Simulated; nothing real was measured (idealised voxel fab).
You're looking at the process module voxel quadruple lines.
The figure presents cross-section cut, which has a width of 280 nm and is divided into square cells with an edge length of 5 nm.
In this document a cross-section is written as a grid of square cells. It is given as a series of bands, listed from the top down, and a band is one or more rows of cells. Quick guide to a band line: top height, bottom height (nm) up front; then every material left to right with its width in nm. Only one material and it's marked "throughout"? Then it fills the band edge to edge. And "blank" just means empty space. Beneath 0, the wafer as received is one material, and that level is where height counting begins. The lowest band goes on downward without a bottom; it is written like "0 and below". Note: "30 to 40" means the width goes from the first number (top row of the band) to the second number (bottom row) in equal steps per row of cells. "remained unchanged" -> step changed no cross-section cell. The entry "Closed cavity list" lists the empty spaces that cover at least 8 cells and have no open path to the top. Each is written as width x height at distance, where the distance is measured from the left edge and all three values are in nm. Post-settings text on a step line: simulator's own remark regarding the step. overlay nm: where the mask lay relative to plan, measured to the right, on steps with a mask; negatives go left.
Set out below are the planned steps of the process:
1 RECEIVE: material Si
2 CONFORMAL_DEP: material Al2O3, thk nm 5
3 DIRECTIONAL_DEP: material Ru, thk nm 10
4 DIRECTIONAL_DEP: material polySi, thk nm 20
5 DIRECTIONAL_DEP: material aC, thk nm 20
6 PATTERN: tone cover, mask id MANDREL, material resist, width nm 15, thk nm 25, overlay nm 0
7 DIRECTIONAL_ETCH: etch materials aC, depth nm 20
8 STRIP: etch materials resist
9 CONFORMAL_DEP: material SiO2, thk nm 10
10 DIRECTIONAL_ETCH: etch materials SiO2, depth nm 10
11 STRIP: etch materials aC
12 DIRECTIONAL_ETCH: etch materials polySi, depth nm 20
13 STRIP: etch materials SiO2
14 CONFORMAL_DEP: material SiCN, thk nm 5
15 DIRECTIONAL_ETCH: etch materials SiCN, depth nm 5
16 STRIP: etch materials polySi
17 DIRECTIONAL_ETCH: etch materials Ru, depth nm 10
18 STRIP: etch materials SiCN
19 FILL_DEP: material lowk, thk nm 10
20 CMP: height nm 15
For clarity, it should be stated that the wafers under discussion commence in an identical condition and differ with respect to the width nm of step 6, the plan indicating the value that the first wafer had.
Cross-section of the first of several wafers on receipt, reflecting completion of step 1:
* 0 and below = Si throughout
* Closed cavity list: none
Basically each wafer gets a line in the table, showing it at the end of the module: material by material, the cells it gained (+) or lost (-) since we got it, then its closed voids:
width nm 15; +56 Al2O3; +8 Ru; +104 lowk; Closed cavity list: none
width nm 20; +56 Al2O3; +8 Ru; +104 lowk; Closed cavity list: none
width nm 25; +56 Al2O3; +8 Ru; +104 lowk; Closed cavity list: none
width nm 30; +56 Al2O3; +8 Ru; +104 lowk; Closed cavity list: none
width nm 35; +56 Al2O3; +8 Ru; +104 lowk; Closed cavity list: none
